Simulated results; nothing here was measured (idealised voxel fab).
This is a process module. Its name is voxel wiring stack.
For reference, the cross-section in this document is cut, with width 270 nm and square cells of 5 nm.
When this document writes out a cross-section, it uses a grid of square cells and lists it as bands, beginning at the top and moving down, with a band standing for one or more rows of cells.
First you get the band's top height and its bottom height, in nm, and then the materials it's made of, left to right, with each width in nm. If you see a single material with "everywhere", that one covers the band edge to edge. "blank" is empty space.
Note: height 0 marks the level under which the wafer is uniformly one material as received. Lowest band unbounded below, written "from 0 down".
Per-row width for "30 to 40": begins at first number (top row of band), ends at second number (bottom row), increment between rows held constant.
Step note "remained unchanged" = no cross-section cell changed.
You'll see "Closed empty spaces" listing empty spaces that have no way open to the top, as long as they're 8 cells or more; the notation is width x height at distance, where the distance is from the left edge, and all of it is in nm.
On a step's line, text after the settings is the simulator commenting on that step.
When a step includes a mask, the "overlay nm" setting on its line states how far to the right of its planned place that mask lay, and negative values state how far to the left.

[The following list gives the planned process steps]
1: RECEIVE: material Si
2: CONFORMAL_DEP: material SiO2, thk nm 10
3: CONFORMAL_DEP: material SiCN, thk nm 5
4: DIRECTIONAL_DEP: material SiO2, thk nm 20
5: DIRECTIONAL_DEP: material aC, thk nm 10
6: PATTERN: tone open, mask id METAL_1, material resist, width nm 20, pitch nm 45, thk nm 30, overlay nm 0
7: DIRECTIONAL_ETCH: etch materials aC, depth nm 10
8: STRIP: etch materials resist
9: DIRECTIONAL_ETCH: etch materials SiO2, depth nm 20
10: DIRECTIONAL_ETCH: etch materials SiCN, depth nm 5
11: STRIP: etch materials aC
12: CONFORMAL_DEP: material TiN, thk nm 5
13: FILL_DEP: material Cu, thk nm 10
14: CMP: height nm 35
15: EPI: material Ru, thk nm 5
16: FILL_DEP: material SiCN, thk nm 5
17: DIRECTIONAL_DEP: material SiO2, thk nm 20
18: PATTERN: tone open, mask id PLUG_1, material resist, width nm 15, thk nm 15, overlay nm 0
19: DIRECTIONAL_ETCH: etch materials SiO2, depth nm 20
20: DIRECTIONAL_ETCH: etch materials SiCN, depth nm 5
21: STRIP: etch materials resist
22: CONFORMAL_DEP: material TiN, thk nm 5
23: FILL_DEP: material Ru, thk nm 5
24: CMP: height nm 65
25: DIRECTIONAL_DEP: material TiN, thk nm 5
26: DIRECTIONAL_DEP: material Ru, thk nm 25
27: MASKED_ETCH: tone cover, mask id METAL_2, width nm 20, pitch nm 45, etch materials Ru, depth nm 25, overlay nm 0
28: MASKED_ETCH: tone cover, mask id METAL_2, width nm 20, pitch nm 45, etch materials TiN, depth nm 5, overlay nm 0
29: CONFORMAL_DEP: material SiN, thk nm 5
30: FILL_DEP: material lowk, thk nm 5
31: CMP: height nm 95
32: CONFORMAL_DEP: material SiCN, thk nm 5
33: DIRECTIONAL_DEP: material SiO2, thk nm 15
34: PATTERN: tone open, mask id PLUG_2, material resist, width nm 15, pitch nm 45, thk nm 15, overlay nm 0
35: DIRECTIONAL_ETCH: etch materials SiO2, depth nm 15
36: DIRECTIONAL_ETCH: etch materials SiCN, depth nm 5
37: STRIP: etch materials resist
38: CONFORMAL_DEP: material TiN, thk nm 5
39: FILL_DEP: material Ru, thk nm 10
40: CMP: height nm 115
41: DIRECTIONAL_DEP: material TiN, thk nm 5
42: DIRECTIONAL_DEP: material Ru, thk nm 15
43: MASKED_ETCH: tone cover, mask id METAL_3, width nm 20, pitch nm 45, etch materials Ru, depth nm 15, overlay nm 0
44: MASKED_ETCH: tone cover, mask id METAL_3, width nm 20, pitch nm 45, etch materials TiN, depth nm 5, overlay nm 0
45: CONFORMAL_DEP: material SiCN, thk nm 5
46: FILL_DEP: material SiO2, thk nm 10
47: CMP: height nm 135
48: CONFORMAL_DEP: material SiCN, thk nm 5
For clarity, it should be stated that the wafers under discussion commence in an identical condition and differ with respect to the width nm of step 18, the plan indicating the value that the first wafer had.

[The as-received cross-section of the first of several wafers corresponds to the state after step 1]
  from 0 down | Si everywhere
  Closed empty spaces: none

[End of module: cross-section of the first of several wafers after step 48, the last step]
  from 140 to 135 | SiCN everywhere
  from 135 to 120 | SiO2 95  SiCN 5  Ru 20  SiCN 5  SiO2 15  SiCN 5  Ru 20  SiCN 5  SiO2 100
  from 120 to 115 | SiCN 100  TiN 20  SiCN 25  TiN 20  SiCN 105
  from 115 to 100 | SiO2 100  TiN 5  Ru 5  TiN 5  SiO2 30  TiN 5  Ru 5  TiN 5  SiO2 110
  from 100 to 95 | SiCN 100  TiN 15  SiCN 30  TiN 15  SiCN 110
  from 95 to 70 | lowk 95  SiN 5  Ru 20  SiN 5  lowk 15  SiN 5  Ru 20  SiN 5  lowk 100
  from 70 to 65 | SiN 100  TiN 20  SiN 25  TiN 20  SiN 105
  from 65 to 45 | SiO2 100  TiN 5  Ru 5  TiN 5  SiO2 155
  from 45 to 40 | SiCN 100  TiN 15  SiCN 155
  from 40 to 35 | SiCN 95  Ru 30  SiCN 15  Ru 30  SiCN 100
  from 35 to 15 | SiO2 100  TiN 5  Cu 10  TiN 5  SiO2 25  TiN 5  Cu 10  TiN 5  SiO2 105
  from 15 to 10 | SiCN 100  TiN 20  SiCN 25  TiN 20  SiCN 105
  from 10 to 0 | SiO2 everywhere
  from 0 down | Si everywhere
  Closed empty spaces: none

[Last wafer x-sec, end of module]
  from 140 to 135 | SiCN everywhere
  from 135 to 120 | SiO2 95  SiCN 5  Ru 20  SiCN 5  SiO2 15  SiCN 5  Ru 20  SiCN 5  SiO2 100
  from 120 to 115 | SiCN 100  TiN 20  SiCN 25  TiN 20  SiCN 105
  from 115 to 100 | SiO2 100  TiN 5  Ru 5  TiN 5  SiO2 30  TiN 5  Ru 5  TiN 5  SiO2 110
  from 100 to 95 | SiCN 100  TiN 15  SiCN 30  TiN 15  SiCN 110
  from 95 to 70 | lowk 95  SiN 5  Ru 20  SiN 5  lowk 15  SiN 5  Ru 20  SiN 5  lowk 100
  from 70 to 65 | SiN 100  TiN 20  SiN 25  TiN 20  SiN 105
  from 65 to 45 | SiO2 95  TiN 5  Ru 20  TiN 5  SiO2 145
  from 45 to 40 | SiCN 95  TiN 30  SiCN 145
  from 40 to 35 | SiCN 95  Ru 30  SiCN 15  Ru 30  SiCN 100
  from 35 to 15 | SiO2 100  TiN 5  Cu 10  TiN 5  SiO2 25  TiN 5  Cu 10  TiN 5  SiO2 105
  from 15 to 10 | SiCN 100  TiN 20  SiCN 25  TiN 20  SiCN 105
  from 10 to 0 | SiO2 everywhere
  from 0 down | Si everywhere
  Closed empty spaces: none

[Heads up, this table goes wafer by wafer. A row tells you, at the end of the module, how many cells of each material that wafer has put on (+) or dropped (-) since it was received, and then its closed voids]
width nm 15; +16 Cu; +86 Ru; +299 SiCN; +66 SiN; +766 SiO2; +69 TiN; +210 lowk; Closed empty spaces: none
width nm 20; +16 Cu; +90 Ru; +298 SiCN; +66 SiN; +762 SiO2; +70 TiN; +210 lowk; Closed empty spaces: none
width nm 25; +16 Cu; +94 Ru; +297 SiCN; +66 SiN; +758 SiO2; +71 TiN; +210 lowk; Closed empty spaces: none
width nm 30; +16 Cu; +98 Ru; +296 SiCN; +66 SiN; +754 SiO2; +72 TiN; +210 lowk; Closed empty spaces: none
